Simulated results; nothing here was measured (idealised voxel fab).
process module | voxel ribs on slabs
cross-section cut | 160 nm wide | cells 5 nm
A cross-section is a grid of square cells, given in bands from the top down. A band is one or more rows of cells.
Each band's line starts with the height of the band's top and of its bottom, in nm. Then come its materials from left to right, each with its width in nm. One material with "throughout" fills the band from edge to edge. "air" is empty space.
Height 0 is the level under which the wafer as received is all one material. The lowest band goes on downwards, as in "0 down".
A width such as "30 to 40" changes by the same amount from each row of cells to the next, from the band's top row to its bottom row.
"no change" after a step means that no cell of the cross-section changed.
closed voids: empty space of 8 cells or more with no open way to the top, each as width x height at its distance from the left edge, in nm
after a step's settings: what the simulator itself notes on the step
overlay nm, on a step with a mask: how far to the right of its planned place the mask lay; to the left if negative
plan
1 op RECEIVE | material Si
2 op DIRECTIONAL_DEP | material SiO2 | thk nm 20
3 op DIRECTIONAL_DEP | material polySi | thk nm 25
4 op DIRECTIONAL_DEP | material aC | thk nm 10
5 op PATTERN | tone cover | mask id RIB | material resist | width nm 30 | thk nm 25 | overlay nm 0
6 op DIRECTIONAL_ETCH | etch materials aC | depth nm 10
7 op STRIP | etch materials resist
8 op DIRECTIONAL_ETCH | etch materials polySi | depth nm 5
9 op STRIP | etch materials aC
10 op DIRECTIONAL_DEP | material aC | thk nm 15
11 op PATTERN | tone cover | mask id SLAB | material resist | width nm 80 | thk nm 35 | overlay nm 0
12 op DIRECTIONAL_ETCH | etch materials aC | depth nm 15
13 op STRIP | etch materials resist
14 op DIRECTIONAL_ETCH | etch materials polySi | depth nm 20
15 op STRIP | etch materials aC
16 op FILL_DEP | material SiO2 | thk nm 20
17 op CMP | height nm 60
18 op DIRECTIONAL_DEP | material W | thk nm 10
19 op DIRECTIONAL_DEP | material aC | thk nm 15
20 op PATTERN | tone cover | mask id HEATER | material resist | width nm 40 | thk nm 30 | overlay nm 0
21 op DIRECTIONAL_ETCH | etch materials aC | depth nm 15
22 op STRIP | etch materials resist
23 op DIRECTIONAL_ETCH | etch materials W | depth nm 10
24 op STRIP | etch materials aC
25 op CONFORMAL_DEP | material SiO2 | thk nm 10
as received, after step 1
  0 down: Si throughout
  closed voids: none
a wafer at the end: this start, this plan, one mistake
  80 to 70: air 50 | SiO2 60 | air 50
  70 to 60: SiO2 60 | W 40 | SiO2 60
  60 to 40: SiO2 throughout
  40 to 25: polySi 40 | SiO2 80 | polySi 40
  25 to 20: polySi 40 | SiO2 25 | polySi 30 | SiO2 25 | polySi 40
  20 to 0: SiO2 throughout
  0 down: Si throughout
  closed voids: none
what went wrong: step 11 ran as: op PATTERN | tone open | mask id SLAB | material resist | width nm 80 | thk nm 35 | overlay nm 0
